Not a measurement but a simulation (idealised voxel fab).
Process module, titled voxel transistor to metal
Cross-section cut: width 185 nm, square cells of 5 nm.
When this document writes out a cross-section, it uses a grid of square cells and lists it as bands, beginning at the top and moving down, with a band standing for one or more rows of cells.
In this notation a band is specified by the heights of its top and bottom, in that order and in nm, after which its materials appear from left to right, each paired with its width in nm. The word "throughout" attached to a single material means that material fills the band from edge to edge; the word "blank" stands for empty space.
Zero point of the height axis is 0; under it, received wafer = one material. Lowest band: continues down indefinitely, "from 0 down".
It should be noted that a width expressed as "30 to 40" varies in equal increments from row to row of cells within the band, taking the value of the first number at the top row and that of the second number at the bottom row.
No cell of the cross-section changed in a step that is given as "nothing got changed".
So "Closed void roster" is basically the list of trapped voids: any empty space of 8 cells or more that can't reach the top through an opening. They're written width x height at distance, the distance being from the left edge, and it's all nm.
Post-settings text on a step line: simulator's own remark regarding the step.
The optional step-line setting "overlay nm" applies to steps with a mask and quantifies how far to the right of its planned location the mask lay, a negative value indicating leftward placement.
[plan]
1,RECEIVE: material Si
2,CONFORMAL_DEP: material SiO2, thk nm 5
3,CONFORMAL_DEP: material SiN, thk nm 10
4,MASKED_ETCH: tone cover, mask id ACTIVE, width nm 100, etch materials SiN, depth nm 10, overlay nm 0
5,MASKED_ETCH: tone cover, mask id ACTIVE, width nm 100, etch materials SiO2, depth nm 5, overlay nm 0
6,MASKED_ETCH: tone cover, mask id ACTIVE, width nm 100, etch materials Si, depth nm 30, overlay nm 0
7,FILL_DEP: material SiO2, thk nm 15
8,CMP: height nm 15
9,SELECTIVE_ETCH: etch materials SiO2, depth nm 5
10,STRIP: etch materials SiN
11,SELECTIVE_ETCH: etch materials SiO2, depth nm 5
12,OXIDIZE: depth nm 5
13,DIRECTIONAL_DEP: material polySi, thk nm 30
14,DIRECTIONAL_DEP: material SiCN, thk nm 15
15,MASKED_ETCH: tone cover, mask id GATE, width nm 20, etch materials SiCN, depth nm 25, overlay nm 0
16,MASKED_ETCH: tone cover, mask id GATE, width nm 20, etch materials polySi, depth nm 40, overlay nm 0
17,CONFORMAL_DEP: material SiN, thk nm 10
18,DIRECTIONAL_ETCH: etch materials SiN, depth nm 10
19,DIRECTIONAL_ETCH: etch materials SiO2, depth nm 5
20,DIRECTIONAL_ETCH: etch materials Si, depth nm 5
21,EPI: material SiGe, thk nm 5
22,FILL_DEP: material SiO2, thk nm 10
23,CMP: height nm 45
24,DIRECTIONAL_DEP: material SiO2, thk nm 10
25,MASKED_ETCH: tone open, mask id CONTACT, width nm 20, pitch nm 70, etch materials SiO2, depth nm 60, overlay nm 0
26,CONFORMAL_DEP: material TiN, thk nm 5
27,FILL_DEP: material Ru, thk nm 10
28,CMP: height nm 55
29,CONFORMAL_DEP: material SiN, thk nm 5
30,DIRECTIONAL_DEP: material SiO2, thk nm 15
31,PATTERN: tone open, mask id METAL_1, material resist, width nm 20, pitch nm 70, thk nm 15, overlay nm 0
32,DIRECTIONAL_ETCH: etch materials SiO2, depth nm 15
33,DIRECTIONAL_ETCH: etch materials SiN, depth nm 5
34,STRIP: etch materials resist
35,CONFORMAL_DEP: material TiN, thk nm 5
36,FILL_DEP: material Cu, thk nm 10
37,CMP: height nm 75
38,CONFORMAL_DEP: material SiCN, thk nm 5
39,DIRECTIONAL_DEP: material lowk, thk nm 30
40,MASKED_ETCH: tone open, mask id METAL_2_HOLES, width nm 15, pitch nm 70, etch materials lowk, depth nm 30, overlay nm 0
41,MASKED_ETCH: tone open, mask id METAL_2, width nm 20, pitch nm 70, etch materials lowk, depth nm 15, overlay nm 0
42,MASKED_ETCH: tone open, mask id METAL_2, width nm 20, pitch nm 70, etch materials SiCN, depth nm 5, overlay nm 0
43,CONFORMAL_DEP: material TiN, thk nm 5
44,FILL_DEP: material Cu, thk nm 5
45,CMP: height nm 110
46,CONFORMAL_DEP: material SiN, thk nm 5
[The first of the two wafers, which ran as planned]
[Wafer cross-section on receipt, i.e. after step 1]
from 0 down = Si throughout
Closed void roster: none
[Wafer xsec, post step 2]
from 5 to 0 = SiO2 throughout
Lower than 0, everything is as it was.
[Wafer xsec, post step 3]
from 15 to 5 = SiN throughout
Lower than 5, everything is as it was.
[Wafer xsec, post step 4]
from 15 to 5 = blank (40), then SiN (100), then blank (45)
Lower than 5, everything is as it was.
[Wafer xsec, post step 5]
from 15 to 5 = blank (40), then SiN (100), then blank (45)
from 5 to 0 = blank (40), then SiO2 (100), then blank (45)
Lower than 0, everything is as it was.
[Wafer xsec, post step 6]
from 15 to 5 = blank (40), then SiN (100), then blank (45)
from 5 to 0 = blank (40), then SiO2 (100), then blank (45)
from 0 to -30 = blank (40), then Si (100), then blank (45)
Lower than -30, everything is as it was.
[Wafer xsec, post step 7]
from 30 to 15 = SiO2 throughout
from 15 to 5 = SiO2 (40), then SiN (100), then SiO2 (45)
from 5 to 0 = SiO2 throughout
from 0 to -30 = SiO2 (40), then Si (100), then SiO2 (45)
Lower than -30, everything is as it was.
[Wafer xsec, post step 8]
from 15 to 5 = SiO2 (40), then SiN (100), then SiO2 (45)
Lower than 5, everything is as it was.
[Wafer xsec, post step 9]
from 15 to 10 = blank (40), then SiN (100), then blank (45)
Lower than 10, everything is as it was.
[Wafer xsec, post step 10]
from 10 to 5 = SiO2 (40), then blank (100), then SiO2 (45)
Lower than 5, everything is as it was.
[Wafer xsec, post step 11]
from 5 to 0 = SiO2 (35), then blank (110), then SiO2 (40)
Lower than 0, everything is as it was.
[Wafer xsec, post step 12]
from 5 to 0 = SiO2 (35), then blank (110), then SiO2 (40)
from 0 to -5 = SiO2 throughout
Lower than -5, everything is as it was.
[Wafer xsec, post step 13]
from 35 to 30 = polySi (35), then blank (110), then polySi (40)
from 30 to 5 = polySi throughout
from 5 to 0 = SiO2 (35), then polySi (110), then SiO2 (40)
Lower than 0, everything is as it was.
[Wafer xsec, post step 14]
from 50 to 45 = SiCN (35), then blank (110), then SiCN (40)
from 45 to 35 = SiCN throughout
from 35 to 30 = polySi (35), then SiCN (110), then polySi (40)
Lower than 30, everything is as it was.
[Wafer xsec, post step 15]
from 45 to 35 = blank (80), then SiCN (20), then blank (85)
from 35 to 30 = polySi (35), then blank (45), then SiCN (20), then blank (45), then polySi (40)
Lower than 30, everything is as it was.
[Wafer xsec, post step 16]
from 45 to 30 = blank (80), then SiCN (20), then blank (85)
from 30 to 5 = blank (80), then polySi (20), then blank (85)
from 5 to 0 = SiO2 (35), then blank (45), then polySi (20), then blank (45), then SiO2 (40)
Lower than 0, everything is as it was.
[Wafer xsec, post step 17]
from 55 to 45 = blank (70), then SiN (40), then blank (75)
from 45 to 30 = blank (70), then SiN (10), then SiCN (20), then SiN (10), then blank (75)
from 30 to 15 = blank (70), then SiN (10), then polySi (20), then SiN (10), then blank (75)
from 15 to 10 = SiN (45), then blank (25), then SiN (10), then polySi (20), then SiN (10), then blank (25), then SiN (50)
from 10 to 5 = SiN (80), then polySi (20), then SiN (85)
from 5 to 0 = SiO2 (35), then SiN (45), then polySi (20), then SiN (45), then SiO2 (40)
Lower than 0, everything is as it was.
[Wafer xsec, post step 18]
from 45 to 30 = blank (70), then SiN (10), then SiCN (20), then SiN (10), then blank (75)
from 30 to 5 = blank (70), then SiN (10), then polySi (20), then SiN (10), then blank (75)
from 5 to 0 = SiO2 (35), then SiN (10), then blank (25), then SiN (10), then polySi (20), then SiN (10), then blank (25), then SiN (10), then SiO2 (40)
Lower than 0, everything is as it was.
[Wafer xsec, post step 19]
from 45 to 30 = blank (70), then SiN (10), then SiCN (20), then SiN (10), then blank (75)
from 30 to 5 = blank (70), then SiN (10), then polySi (20), then SiN (10), then blank (75)
from 5 to 0 = blank (35), then SiN (10), then blank (25), then SiN (10), then polySi (20), then SiN (10), then blank (25), then SiN (10), then blank (40)
from 0 to -5 = SiO2 (45), then blank (25), then SiO2 (40), then blank (25), then SiO2 (50)
Lower than -5, everything is as it was.
[Wafer xsec, post step 20]
from 45 to 30 = blank (70), then SiN (10), then SiCN (20), then SiN (10), then blank (75)
from 30 to 5 = blank (70), then SiN (10), then polySi (20), then SiN (10), then blank (75)
from 5 to 0 = blank (35), then SiN (10), then blank (25), then SiN (10), then polySi (20), then SiN (10), then blank (25), then SiN (10), then blank (40)
from 0 to -5 = SiO2 (45), then blank (25), then SiO2 (40), then blank (25), then SiO2 (50)
from -5 to -10 = SiO2 (40), then Si (5), then blank (25), then Si (40), then blank (25), then Si (5), then SiO2 (45)
Lower than -10, everything is as it was.
[Wafer xsec, post step 21]
from 45 to 30 = blank (70), then SiN (10), then SiCN (20), then SiN (10), then blank (75)
from 30 to 5 = blank (70), then SiN (10), then polySi (20), then SiN (10), then blank (75)
from 5 to 0 = blank (35), then SiN (10), then blank (25), then SiN (10), then polySi (20), then SiN (10), then blank (25), then SiN (10), then blank (40)
from 0 to -5 = SiO2 (45), then SiGe (5), then blank (15), then SiGe (5), then SiO2 (40), then SiGe (5), then blank (15), then SiGe (5), then SiO2 (50)
from -5 to -10 = SiO2 (40), then Si (5), then SiGe (25), then Si (40), then SiGe (25), then Si (5), then SiO2 (45)
Lower than -10, everything is as it was.
[Wafer xsec, post step 22]
from 55 to 45 = SiO2 throughout
from 45 to 30 = SiO2 (70), then SiN (10), then SiCN (20), then SiN (10), then SiO2 (75)
from 30 to 5 = SiO2 (70), then SiN (10), then polySi (20), then SiN (10), then SiO2 (75)
from 5 to 0 = SiO2 (35), then SiN (10), then SiO2 (25), then SiN (10), then polySi (20), then SiN (10), then SiO2 (25), then SiN (10), then SiO2 (40)
from 0 to -5 = SiO2 (45), then SiGe (5), then SiO2 (15), then SiGe (5), then SiO2 (40), then SiGe (5), then SiO2 (15), then SiGe (5), then SiO2 (50)
Lower than -5, everything is as it was.
[Wafer xsec, post step 23]
from 45 to 30 = SiO2 (70), then SiN (10), then SiCN (20), then SiN (10), then SiO2 (75)
Lower than 30, everything is as it was.
[Wafer xsec, post step 24]
from 55 to 45 = SiO2 throughout
Lower than 45, everything is as it was.
[Wafer xsec, post step 25]
from 55 to 45 = SiO2 (45), then blank (20), then SiO2 (50), then blank (20), then SiO2 (50)
from 45 to 30 = SiO2 (45), then blank (20), then SiO2 (5), then SiN (10), then SiCN (20), then SiN (10), then SiO2 (5), then blank (20), then SiO2 (50)
from 30 to 5 = SiO2 (45), then blank (20), then SiO2 (5), then SiN (10), then polySi (20), then SiN (10), then SiO2 (5), then blank (20), then SiO2 (50)
from 5 to 0 = SiO2 (35), then SiN (10), then blank (20), then SiO2 (5), then SiN (10), then polySi (20), then SiN (10), then SiO2 (5), then blank (20), then SiN (10), then SiO2 (40)
from 0 to -5 = SiO2 (45), then SiGe (5), then blank (15), then SiGe (5), then SiO2 (40), then SiGe (5), then blank (15), then SiGe (5), then SiO2 (50)
Lower than -5, everything is as it was.
[Wafer xsec, post step 26]
from 60 to 55 = TiN (50), then blank (10), then TiN (60), then blank (10), then TiN (55)
from 55 to 45 = SiO2 (45), then TiN (5), then blank (10), then TiN (5), then SiO2 (50), then TiN (5), then blank (10), then TiN (5), then SiO2 (50)
from 45 to 30 = SiO2 (45), then TiN (5), then blank (10), then TiN (5), then SiO2 (5), then SiN (10), then SiCN (20), then SiN (10), then SiO2 (5), then TiN (5), then blank (10), then TiN (5), then SiO2 (50)
from 30 to 5 = SiO2 (45), then TiN (5), then blank (10), then TiN (5), then SiO2 (5), then SiN (10), then polySi (20), then SiN (10), then SiO2 (5), then TiN (5), then blank (10), then TiN (5), then SiO2 (50)
from 5 to 0 = SiO2 (35), then SiN (10), then TiN (10), then blank (5), then TiN (5), then SiO2 (5), then SiN (10), then polySi (20), then SiN (10), then SiO2 (5), then TiN (5), then blank (5), then TiN (10), then SiN (10), then SiO2 (40)
from 0 to -5 = SiO2 (45), then SiGe (5), then TiN (15), then SiGe (5), then SiO2 (40), then SiGe (5), then TiN (15), then SiGe (5), then SiO2 (50)
Lower than -5, everything is as it was.
[Wafer xsec, post step 27]
from 70 to 60 = Ru throughout
from 60 to 55 = TiN (50), then Ru (10), then TiN (60), then Ru (10), then TiN (55)
from 55 to 45 = SiO2 (45), then TiN (5), then Ru (10), then TiN (5), then SiO2 (50), then TiN (5), then Ru (10), then TiN (5), then SiO2 (50)
from 45 to 30 = SiO2 (45), then TiN (5), then Ru (10), then TiN (5), then SiO2 (5), then SiN (10), then SiCN (20), then SiN (10), then SiO2 (5), then TiN (5), then Ru (10), then TiN (5), then SiO2 (50)
from 30 to 5 = SiO2 (45), then TiN (5), then Ru (10), then TiN (5), then SiO2 (5), then SiN (10), then polySi (20), then SiN (10), then SiO2 (5), then TiN (5), then Ru (10), then TiN (5), then SiO2 (50)
from 5 to 0 = SiO2 (35), then SiN (10), then TiN (10), then Ru (5), then TiN (5), then SiO2 (5), then SiN (10), then polySi (20), then SiN (10), then SiO2 (5), then TiN (5), then Ru (5), then TiN (10), then SiN (10), then SiO2 (40)
Lower than 0, everything is as it was.
[Wafer xsec, post step 28]
from 55 to 45 = SiO2 (45), then TiN (5), then Ru (10), then TiN (5), then SiO2 (50), then TiN (5), then Ru (10), then TiN (5), then SiO2 (50)
Lower than 45, everything is as it was.
[Wafer xsec, post step 29]
from 60 to 55 = SiN throughout
Lower than 55, everything is as it was.
[Wafer xsec, post step 30]
from 75 to 60 = SiO2 throughout
Lower than 60, everything is as it was.
[Wafer xsec, post step 31]
from 90 to 75 = resist (45), then blank (20), then resist (50), then blank (20), then resist (50)
Lower than 75, everything is as it was.
[Wafer xsec, post step 32]
from 90 to 75 = resist (45), then blank (20), then resist (50), then blank (20), then resist (50)
from 75 to 60 = SiO2 (45), then blank (20), then SiO2 (50), then blank (20), then SiO2 (50)
Lower than 60, everything is as it was.
[Wafer xsec, post step 33]
from 90 to 75 = resist (45), then blank (20), then resist (50), then blank (20), then resist (50)
from 75 to 60 = SiO2 (45), then blank (20), then SiO2 (50), then blank (20), then SiO2 (50)
from 60 to 55 = SiN (45), then blank (20), then SiN (50), then blank (20), then SiN (50)
Lower than 55, everything is as it was.
[Wafer xsec, post step 34]
from 75 to 60 = SiO2 (45), then blank (20), then SiO2 (50), then blank (20), then SiO2 (50)
Lower than 60, everything is as it was.
[Wafer xsec, post step 35]
from 80 to 75 = TiN (50), then blank (10), then TiN (60), then blank (10), then TiN (55)
from 75 to 60 = SiO2 (45), then TiN (5), then blank (10), then TiN (5), then SiO2 (50), then TiN (5), then blank (10), then TiN (5), then SiO2 (50)
from 60 to 55 = SiN (45), then TiN (20), then SiN (50), then TiN (20), then SiN (50)
Lower than 55, everything is as it was.
[Wafer xsec, post step 36]
from 90 to 80 = Cu throughout
from 80 to 75 = TiN (50), then Cu (10), then TiN (60), then Cu (10), then TiN (55)
from 75 to 60 = SiO2 (45), then TiN (5), then Cu (10), then TiN (5), then SiO2 (50), then TiN (5), then Cu (10), then TiN (5), then SiO2 (50)
Lower than 60, everything is as it was.
[Wafer xsec, post step 37]
from 75 to 60 = SiO2 (45), then TiN (5), then Cu (10), then TiN (5), then SiO2 (50), then TiN (5), then Cu (10), then TiN (5), then SiO2 (50)
Lower than 60, everything is as it was.
[Wafer xsec, post step 38]
from 80 to 75 = SiCN throughout
Lower than 75, everything is as it was.
[Wafer xsec, post step 39]
from 110 to 80 = lowk throughout
Lower than 80, everything is as it was.
[Wafer xsec, post step 40]
from 110 to 80 = lowk (45), then blank (15), then lowk (55), then blank (15), then lowk (55)
Lower than 80, everything is as it was.
[Wafer xsec, post step 41]
from 110 to 95 = lowk (45), then blank (20), then lowk (50), then blank (20), then lowk (50)
Lower than 95, everything is as it was.
[Wafer xsec, post step 42]
from 110 to 95 = lowk (45), then blank (20), then lowk (50), then blank (20), then lowk (50)
from 95 to 80 = lowk (45), then blank (15), then lowk (55), then blank (15), then lowk (55)
from 80 to 75 = SiCN (45), then blank (15), then SiCN (55), then blank (15), then SiCN (55)
Lower than 75, everything is as it was.
[Wafer xsec, post step 43]
from 115 to 110 = TiN (50), then blank (10), then TiN (60), then blank (10), then TiN (55)
from 110 to 100 = lowk (45), then TiN (5), then blank (10), then TiN (5), then lowk (50), then TiN (5), then blank (10), then TiN (5), then lowk (50)
from 100 to 95 = lowk (45), then TiN (5), then blank (5), then TiN (10), then lowk (50), then TiN (5), then blank (5), then TiN (10), then lowk (50)
from 95 to 80 = lowk (45), then TiN (5), then blank (5), then TiN (5), then lowk (55), then TiN (5), then blank (5), then TiN (5), then lowk (55)
from 80 to 75 = SiCN (45), then TiN (15), then SiCN (55), then TiN (15), then SiCN (55)
Lower than 75, everything is as it was.
[Wafer xsec, post step 44]
from 120 to 115 = Cu throughout
from 115 to 110 = TiN (50), then Cu (10), then TiN (60), then Cu (10), then TiN (55)
from 110 to 100 = lowk (45), then TiN (5), then Cu (10), then TiN (5), then lowk (50), then TiN (5), then Cu (10), then TiN (5), then lowk (50)
from 100 to 95 = lowk (45), then TiN (5), then Cu (5), then TiN (10), then lowk (50), then TiN (5), then Cu (5), then TiN (10), then lowk (50)
from 95 to 80 = lowk (45), then TiN (5), then Cu (5), then TiN (5), then lowk (55), then TiN (5), then Cu (5), then TiN (5), then lowk (55)
Lower than 80, everything is as it was.
[Wafer xsec, post step 45]
from 110 to 100 = lowk (45), then TiN (5), then Cu (10), then TiN (5), then lowk (50), then TiN (5), then Cu (10), then TiN (5), then lowk (50)
Lower than 100, everything is as it was.
[Wafer xsec, post step 46]
from 115 to 110 = SiN throughout
Lower than 110, everything is as it was.
[The second wafer: identical to the first at the outset and in its planned sequence, differing only in that one mistake was made during processing; up to and including step 38, its path is the first wafer's path]
[Look at the second wafer in cross-section at the time step 39 ought to have finished]
from 140 to 80 = lowk throughout
Lower than 80, everything is as it was.
[Look at the second wafer in cross-section at the time step 40 ought to have finished]
from 140 to 110 = lowk (45), then blank (15), then lowk (55), then blank (15), then lowk (55)
Lower than 110, everything is as it was.
[Look at the second wafer in cross-section at the time step 41 ought to have finished]
from 140 to 125 = lowk (45), then blank (20), then lowk (50), then blank (20), then lowk (50)
from 125 to 95 = lowk (45), then blank (15), then lowk (55), then blank (15), then lowk (55)
Lower than 95, everything is as it was.
Look at the second wafer in cross-section at the time step 42 ought to have finished: nothing got changed
[Look at the second wafer in cross-section at the time step 43 ought to have finished]
from 145 to 140 = TiN (50), then blank (10), then TiN (60), then blank (10), then TiN (55)
from 140 to 130 = lowk (45), then TiN (5), then blank (10), then TiN (5), then lowk (50), then TiN (5), then blank (10), then TiN (5), then lowk (50)
from 130 to 125 = lowk (45), then TiN (5), then blank (5), then TiN (10), then lowk (50), then TiN (5), then blank (5), then TiN (10), then lowk (50)
from 125 to 100 = lowk (45), then TiN (5), then blank (5), then TiN (5), then lowk (55), then TiN (5), then blank (5), then TiN (5), then lowk (55)
from 100 to 95 = lowk (45), then TiN (15), then lowk (55), then TiN (15), then lowk (55)
Lower than 95, everything is as it was.
[Look at the second wafer in cross-section at the time step 44 ought to have finished]
from 150 to 145 = Cu throughout
from 145 to 140 = TiN (50), then Cu (10), then TiN (60), then Cu (10), then TiN (55)
from 140 to 130 = lowk (45), then TiN (5), then Cu (10), then TiN (5), then lowk (50), then TiN (5), then Cu (10), then TiN (5), then lowk (50)
from 130 to 125 = lowk (45), then TiN (5), then Cu (5), then TiN (10), then lowk (50), then TiN (5), then Cu (5), then TiN (10), then lowk (50)
from 125 to 100 = lowk (45), then TiN (5), then Cu (5), then TiN (5), then lowk (55), then TiN (5), then Cu (5), then TiN (5), then lowk (55)
Lower than 100, everything is as it was.
[Look at the second wafer in cross-section at the time step 45 ought to have finished]
from 110 to 100 = lowk (45), then TiN (5), then Cu (5), then TiN (5), then lowk (55), then TiN (5), then Cu (5), then TiN (5), then lowk (55)
Lower than 100, everything is as it was.
[Look at the second wafer in cross-section at the time step 46 ought to have finished]
from 115 to 110 = SiN throughout
Lower than 110, everything is as it was.
Deviation noted in wafer processing: the plan's step 39 ran twice
In the final state, the cell counts of the second wafer exceed or fall short of those of the first for the following materials: Cu: 12 fewer, SiCN: 6 more, TiN: 18 fewer, lowk: 24 more
